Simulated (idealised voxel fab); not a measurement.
Proc. module: voxel transistor to metal
Cross-section cut: width 170 nm, square cells of 5 nm.
For the purposes of this document, a cross-section shall be understood as a grid of square cells, specified as bands listed in top-to-bottom order, each band consisting of one or more rows of cells.
This entry defines a band. It first specifies the height of the band's top and the height of its bottom in nm, and then specifies the band's materials from left to right, stating each material with its width in nm. The word "full width" identifies a single material that fills the band from edge to edge, while the word "blank" identifies empty space.
Where do heights start? At 0: under that level the wafer as delivered is made of one material only. And the lowest band has no floor; it just carries on downward, as in "0 nm and below".
The two numbers in a width such as "30->40" mark its ends across the band: the first belongs to the top row of cells, the second to the bottom row, and from each row to the next the width moves by the same amount.
"no modifications" means the step left every cell of the cross-section as it was.
"Voids, sealed" specifies each empty space that is not open to the top and that occupies no fewer than 8 cells, using the form width x height at distance, the distance measured from the left edge and all three quantities in nm.
That trailing text on a step's line, after the settings, is the simulator's own remark on the step.
overlay nm: right-of-plan distance of the mask on a masked step; negative values mean left-of-plan.

SO HERE'S THE LINEUP OF PROCESS STEPS WE PLANNED
1 op RECEIVE | material Si
2 op OXIDIZE | depth nm 5
3 op CONFORMAL_DEP | material SiN | thk nm 10
4 op DIRECTIONAL_DEP | material aC | thk nm 10
5 op PATTERN | tone cover | mask id ACTIVE | material resist | width nm 105 | thk nm 25 | overlay nm 0
6 op DIRECTIONAL_ETCH | etch materials aC | depth nm 10
7 op STRIP | etch materials resist
8 op DIRECTIONAL_ETCH | etch materials SiN | depth nm 10
9 op DIRECTIONAL_ETCH | etch materials SiO2 | depth nm 5
10 op DIRECTIONAL_ETCH | etch materials Si | depth nm 30
11 op STRIP | etch materials aC
12 op FILL_DEP | material SiO2 | thk nm 10
13 op CMP | height nm 10
14 op SELECTIVE_ETCH | etch materials SiO2 | depth nm 10
15 op STRIP | etch materials SiN
16 op SELECTIVE_ETCH | etch materials SiO2 | depth nm 5
17 op OXIDIZE | depth nm 5
18 op DIRECTIONAL_DEP | material polySi | thk nm 30
19 op DIRECTIONAL_DEP | material SiCN | thk nm 15
20 op DIRECTIONAL_DEP | material aC | thk nm 10
21 op PATTERN | tone cover | mask id GATE | material resist | width nm 25 | thk nm 25 | overlay nm 0
22 op DIRECTIONAL_ETCH | etch materials aC | depth nm 10
23 op STRIP | etch materials resist
24 op DIRECTIONAL_ETCH | etch materials SiCN | depth nm 25
25 op DIRECTIONAL_ETCH | etch materials polySi | depth nm 40
26 op STRIP | etch materials aC
27 op CONFORMAL_DEP | material SiN | thk nm 10
28 op DIRECTIONAL_ETCH | etch materials SiN | depth nm 10
29 op DIRECTIONAL_ETCH | etch materials SiO2 | depth nm 5
30 op DIRECTIONAL_ETCH | etch materials Si | depth nm 5
31 op EPI | material nSi | thk nm 5
32 op FILL_DEP | material SiO2 | thk nm 5
33 op CMP | height nm 25
34 op STRIP | etch materials polySi
35 op SELECTIVE_ETCH | etch materials SiO2 | depth nm 5
36 op CONFORMAL_DEP | material HfO2 | thk nm 5
37 op CONFORMAL_DEP | material TiN | thk nm 5
38 op FILL_DEP | material W | thk nm 5
39 op CMP | height nm 20
40 op DIRECTIONAL_DEP | material SiO2 | thk nm 10
41 op MASKED_ETCH | tone open | mask id CONTACT | width nm 20 | pitch nm 75 | etch materials SiO2 | depth nm 40 | overlay nm 0
42 op CONFORMAL_DEP | material TiN | thk nm 5
43 op FILL_DEP | material Ru | thk nm 10
44 op CMP | height nm 30
45 op CONFORMAL_DEP | material SiCN | thk nm 5
46 op DIRECTIONAL_DEP | material SiO2 | thk nm 25
47 op DIRECTIONAL_DEP | material aC | thk nm 10
48 op PATTERN | tone open | mask id METAL_1 | material resist | width nm 20 | pitch nm 75 | thk nm 30 | overlay nm 0
49 op DIRECTIONAL_ETCH | etch materials aC | depth nm 10
50 op STRIP | etch materials resist
51 op DIRECTIONAL_ETCH | etch materials SiO2 | depth nm 25
52 op DIRECTIONAL_ETCH | etch materials SiCN | depth nm 5
53 op STRIP | etch materials aC
54 op CONFORMAL_DEP | material TiN | thk nm 5
55 op FILL_DEP | material Cu | thk nm 5
56 op CMP | height nm 60
57 op CONFORMAL_DEP | material SiN | thk nm 5

CROSS-SECTION: WAFER ON ARRIVAL = AFTER STEP 1
> 0 nm and below  Si full width
> Voids, sealed: none

RESULT OF THE MODULE, CROSS-SECTIONED: START PER ABOVE, PLAN PER ABOVE, ONE ERROR IN HOW IT WAS RUN
> 65 nm to 60 nm  SiN full width
> 60 nm to 35 nm  SiO2: 35 / TiN: 5 / Cu: 10 / TiN: 5 / SiO2: 55 / TiN: 5 / Cu: 10 / TiN: 5 / SiO2: 40
> 35 nm to 30 nm  SiCN: 35 / TiN: 20 / SiCN: 55 / TiN: 20 / SiCN: 40
> 30 nm to 20 nm  SiO2: 35 / TiN: 5 / Ru: 10 / TiN: 5 / SiO2: 55 / TiN: 5 / Ru: 10 / TiN: 5 / SiO2: 40
> 20 nm to 0 nm  SiO2: 35 / TiN: 5 / Ru: 10 / TiN: 5 / SiO2: 5 / SiN: 10 / HfO2: 5 / TiN: 5 / W: 5 / TiN: 5 / HfO2: 5 / SiN: 10 / SiO2: 5 / TiN: 5 / Ru: 10 / TiN: 5 / SiO2: 40
> 0 nm to -5 nm  SiO2: 35 / TiN: 5 / Ru: 10 / TiN: 5 / SiO2: 5 / SiN: 10 / HfO2: 5 / TiN: 15 / HfO2: 5 / SiN: 10 / SiO2: 5 / TiN: 5 / Ru: 10 / TiN: 5 / SiO2: 40
> -5 nm to -10 nm  SiO2: 35 / TiN: 20 / nSi: 5 / SiO2: 5 / HfO2: 35 / SiO2: 5 / nSi: 5 / TiN: 20 / SiO2: 40
> -10 nm to -15 nm  SiO2: 30 / nSi: 30 / Si: 45 / nSi: 30 / SiO2: 35
> -15 nm to -65 nm  SiO2: 30 / Si: 105 / SiO2: 35
> -65 nm and below  Si full width
> Voids, sealed: none
Nonconformance to the process plan: execution of plan step 10 occurred twice
